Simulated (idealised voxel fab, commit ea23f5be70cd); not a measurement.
This section sets out a process module, namely voxel quadruple lines.
Section cut is 270 nm wide and gridded with 5 nm square cells.
In what follows, cross-sections appear as grids of square cells, described through bands that run from the top down, where every band is one or more rows of cells. The entry gives the band's vertical extent as a top height and a bottom height in nm, then its horizontal make-up as materials from left to right, each with a width in nm. "air" stands for empty space; a single material marked "everywhere" fills the band edge to edge. The reference from which all heights are counted is 0, the level beneath which the as-received wafer is entirely one material; the lowest band, having no lower bound, proceeds downward and is written after the example "from 0 down". Width spec "30 to 40" -> top row of cells at first value, bottom row at second value, equal per-row change in between. Basically "same as before" means that step didn't change any cell in the cross-section. Enclosed voids (no open way to top), threshold 8 cells or more, entry "Closed-off voids", notation width x height at distance, distance from left edge, nm. after a step's settings: what the simulator itself notes on the step. Each step line may optionally specify "overlay nm", which for a step with a mask gives the rightward distance between the mask's planned place and where it lay, a negative value indicating the leftward direction.
[Steps in the process plan]
| 1 | op RECEIVE | material Si |
| 2 | op CONFORMAL_DEP | material Al2O3 | thk nm 10 |
| 3 | op DIRECTIONAL_DEP | material TiN | thk nm 10 |
| 4 | op DIRECTIONAL_DEP | material polySi | thk nm 15 |
| 5 | op DIRECTIONAL_DEP | material aC | thk nm 25 |
| 6 | op PATTERN | tone cover | mask id MANDREL | material resist | width nm 20 | pitch nm 60 | thk nm 30 | overlay nm 0 |
| 7 | op DIRECTIONAL_ETCH | etch materials aC | depth nm 25 |
| 8 | op STRIP | etch materials resist |
| 9 | op CONFORMAL_DEP | material SiO2 | thk nm 10 |
| 10 | op DIRECTIONAL_ETCH | etch materials SiO2 | depth nm 10 |
| 11 | op STRIP | etch materials aC |
| 12 | op DIRECTIONAL_ETCH | etch materials polySi | depth nm 15 |
| 13 | op STRIP | etch materials SiO2 |
| 14 | op CONFORMAL_DEP | material SiCN | thk nm 5 |
| 15 | op DIRECTIONAL_ETCH | etch materials SiCN | depth nm 5 |
| 16 | op STRIP | etch materials polySi |
| 17 | op DIRECTIONAL_ETCH | etch materials TiN | depth nm 10 |
| 18 | op STRIP | etch materials SiCN |
[The first of the two wafers, which ran as planned]
[This is the cross-section of the wafer as we received it, i.e. after step 1]
- from 0 down  Si everywhere
- Closed-off voids: none
[Take a look at the wafer's cross-section after step 2]
- from 10 to 0  Al2O3 everywhere
- For the remainder of the cross-section, below 0, there is no change.
[Take a look at the wafer's cross-section after step 3]
- from 20 to 10  TiN everywhere
- For the remainder of the cross-section, below 10, there is no change.
[Take a look at the wafer's cross-section after step 4]
- from 35 to 20  polySi everywhere
- For the remainder of the cross-section, below 20, there is no change.
[Take a look at the wafer's cross-section after step 5]
- from 60 to 35  aC everywhere
- For the remainder of the cross-section, below 35, there is no change.
[Take a look at the wafer's cross-section after step 6]
- from 90 to 60  air: 95 / resist: 20 / air: 40 / resist: 20 / air: 95
- For the remainder of the cross-section, below 60, there is no change.
[Take a look at the wafer's cross-section after step 7]
- from 65 to 60  air: 95 / resist: 20 / air: 40 / resist: 20 / air: 95
- from 60 to 35  air: 95 / aC: 20 / air: 40 / aC: 20 / air: 95
- For the remainder of the cross-section, below 35, there is no change.
[Take a look at the wafer's cross-section after step 8]
- from 60 to 35  air: 95 / aC: 20 / air: 40 / aC: 20 / air: 95
- For the remainder of the cross-section, below 35, there is no change.
[Take a look at the wafer's cross-section after step 9]
- from 70 to 60  air: 85 / SiO2: 40 / air: 20 / SiO2: 40 / air: 85
- from 60 to 45  air: 85 / SiO2: 10 / aC: 20 / SiO2: 10 / air: 20 / SiO2: 10 / aC: 20 / SiO2: 10 / air: 85
- from 45 to 35  SiO2: 95 / aC: 20 / SiO2: 40 / aC: 20 / SiO2: 95
- For the remainder of the cross-section, below 35, there is no change.
[Take a look at the wafer's cross-section after step 10]
- from 60 to 35  air: 85 / SiO2: 10 / aC: 20 / SiO2: 10 / air: 20 / SiO2: 10 / aC: 20 / SiO2: 10 / air: 85
- For the remainder of the cross-section, below 35, there is no change.
[Take a look at the wafer's cross-section after step 11]
- from 60 to 35  air: 85 / SiO2: 10 / air: 20 / SiO2: 10 / air: 20 / SiO2: 10 / air: 20 / SiO2: 10 / air: 85
- For the remainder of the cross-section, below 35, there is no change.
[Take a look at the wafer's cross-section after step 12]
- from 60 to 35  air: 85 / SiO2: 10 / air: 20 / SiO2: 10 / air: 20 / SiO2: 10 / air: 20 / SiO2: 10 / air: 85
- from 35 to 20  air: 85 / polySi: 10 / air: 20 / polySi: 10 / air: 20 / polySi: 10 / air: 20 / polySi: 10 / air: 85
- For the remainder of the cross-section, below 20, there is no change.
[Take a look at the wafer's cross-section after step 13]
- from 35 to 20  air: 85 / polySi: 10 / air: 20 / polySi: 10 / air: 20 / polySi: 10 / air: 20 / polySi: 10 / air: 85
- For the remainder of the cross-section, below 20, there is no change.
[Take a look at the wafer's cross-section after step 14]
- from 40 to 35  air: 80 / SiCN: 20 / air: 10 / SiCN: 20 / air: 10 / SiCN: 20 / air: 10 / SiCN: 20 / air: 80
- from 35 to 25  air: 80 / SiCN: 5 / polySi: 10 / SiCN: 5 / air: 10 / SiCN: 5 / polySi: 10 / SiCN: 5 / air: 10 / SiCN: 5 / polySi: 10 / SiCN: 5 / air: 10 / SiCN: 5 / polySi: 10 / SiCN: 5 / air: 80
- from 25 to 20  SiCN: 85 / polySi: 10 / SiCN: 20 / polySi: 10 / SiCN: 20 / polySi: 10 / SiCN: 20 / polySi: 10 / SiCN: 85
- For the remainder of the cross-section, below 20, there is no change.
[Take a look at the wafer's cross-section after step 15]
- from 35 to 20  air: 80 / SiCN: 5 / polySi: 10 / SiCN: 5 / air: 10 / SiCN: 5 / polySi: 10 / SiCN: 5 / air: 10 / SiCN: 5 / polySi: 10 / SiCN: 5 / air: 10 / SiCN: 5 / polySi: 10 / SiCN: 5 / air: 80
- For the remainder of the cross-section, below 20, there is no change.
[Take a look at the wafer's cross-section after step 16]
- from 35 to 20  air: 80 / SiCN: 5 / air: 10 / SiCN: 5 / air: 10 / SiCN: 5 / air: 10 / SiCN: 5 / air: 10 / SiCN: 5 / air: 10 / SiCN: 5 / air: 10 / SiCN: 5 / air: 10 / SiCN: 5 / air: 80
- For the remainder of the cross-section, below 20, there is no change.
[Take a look at the wafer's cross-section after step 17]
- from 35 to 20  air: 80 / SiCN: 5 / air: 10 / SiCN: 5 / air: 10 / SiCN: 5 / air: 10 / SiCN: 5 / air: 10 / SiCN: 5 / air: 10 / SiCN: 5 / air: 10 / SiCN: 5 / air: 10 / SiCN: 5 / air: 80
- from 20 to 10  air: 80 / TiN: 5 / air: 10 / TiN: 5 / air: 10 / TiN: 5 / air: 10 / TiN: 5 / air: 10 / TiN: 5 / air: 10 / TiN: 5 / air: 10 / TiN: 5 / air: 10 / TiN: 5 / air: 80
- For the remainder of the cross-section, below 10, there is no change.
[Take a look at the wafer's cross-section after step 18]
- from 20 to 10  air: 80 / TiN: 5 / air: 10 / TiN: 5 / air: 10 / TiN: 5 / air: 10 / TiN: 5 / air: 10 / TiN: 5 / air: 10 / TiN: 5 / air: 10 / TiN: 5 / air: 10 / TiN: 5 / air: 80
- For the remainder of the cross-section, below 10, there is no change.
[The second wafer was prepared from the same starting point and under the same plan as the first; its processing contained one mistake, and it remains indistinguishable from the first wafer up to and including step 5]
[Planned end of step 6: second wafer, cross-section]
- from 90 to 60  resist: 95 / air: 20 / resist: 40 / air: 20 / resist: 95
- For the remainder of the cross-section, below 60, there is no change.
[Planned end of step 7: second wafer, cross-section]
- from 65 to 60  resist: 95 / air: 20 / resist: 40 / air: 20 / resist: 95
- from 60 to 35  aC: 95 / air: 20 / aC: 40 / air: 20 / aC: 95
- For the remainder of the cross-section, below 35, there is no change.
[Planned end of step 8: second wafer, cross-section]
- from 60 to 35  aC: 95 / air: 20 / aC: 40 / air: 20 / aC: 95
- For the remainder of the cross-section, below 35, there is no change.
[Planned end of step 9: second wafer, cross-section]
- from 70 to 60  SiO2 everywhere
- from 60 to 35  aC: 95 / SiO2: 20 / aC: 40 / SiO2: 20 / aC: 95
- For the remainder of the cross-section, below 35, there is no change.
[Planned end of step 10: second wafer, cross-section]
- from 60 to 35  aC: 95 / SiO2: 20 / aC: 40 / SiO2: 20 / aC: 95
- For the remainder of the cross-section, below 35, there is no change.
[Planned end of step 11: second wafer, cross-section]
- from 60 to 35  air: 95 / SiO2: 20 / air: 40 / SiO2: 20 / air: 95
- For the remainder of the cross-section, below 35, there is no change.
[Planned end of step 12: second wafer, cross-section]
- from 60 to 35  air: 95 / SiO2: 20 / air: 40 / SiO2: 20 / air: 95
- from 35 to 20  air: 95 / polySi: 20 / air: 40 / polySi: 20 / air: 95
- For the remainder of the cross-section, below 20, there is no change.
[Planned end of step 13: second wafer, cross-section]
- from 35 to 20  air: 95 / polySi: 20 / air: 40 / polySi: 20 / air: 95
- For the remainder of the cross-section, below 20, there is no change.
[Planned end of step 14: second wafer, cross-section]
- from 40 to 35  air: 90 / SiCN: 30 / air: 30 / SiCN: 30 / air: 90
- from 35 to 25  air: 90 / SiCN: 5 / polySi: 20 / SiCN: 5 / air: 30 / SiCN: 5 / polySi: 20 / SiCN: 5 / air: 90
- from 25 to 20  SiCN: 95 / polySi: 20 / SiCN: 40 / polySi: 20 / SiCN: 95
- For the remainder of the cross-section, below 20, there is no change.
[Planned end of step 15: second wafer, cross-section]
- from 35 to 20  air: 90 / SiCN: 5 / polySi: 20 / SiCN: 5 / air: 30 / SiCN: 5 / polySi: 20 / SiCN: 5 / air: 90
- For the remainder of the cross-section, below 20, there is no change.
[Planned end of step 16: second wafer, cross-section]
- from 35 to 20  air: 90 / SiCN: 5 / air: 20 / SiCN: 5 / air: 30 / SiCN: 5 / air: 20 / SiCN: 5 / air: 90
- For the remainder of the cross-section, below 20, there is no change.
[Planned end of step 17: second wafer, cross-section]
- from 35 to 20  air: 90 / SiCN: 5 / air: 20 / SiCN: 5 / air: 30 / SiCN: 5 / air: 20 / SiCN: 5 / air: 90
- from 20 to 10  air: 90 / TiN: 5 / air: 20 / TiN: 5 / air: 30 / TiN: 5 / air: 20 / TiN: 5 / air: 90
- For the remainder of the cross-section, below 10, there is no change.
[Planned end of step 18: second wafer, cross-section]
- from 20 to 10  air: 90 / TiN: 5 / air: 20 / TiN: 5 / air: 30 / TiN: 5 / air: 20 / TiN: 5 / air: 90
- For the remainder of the cross-section, below 10, there is no change.
what went wrong: step 6 ran with different settings than intended, the actual operation and settings being op PATTERN | tone open | mask id MANDREL | material resist | width nm 20 | pitch nm 60 | thk nm 30 | overlay nm 0
Final comparison by cell count, materials where the second wafer has more or fewer than the first: -8 TiN
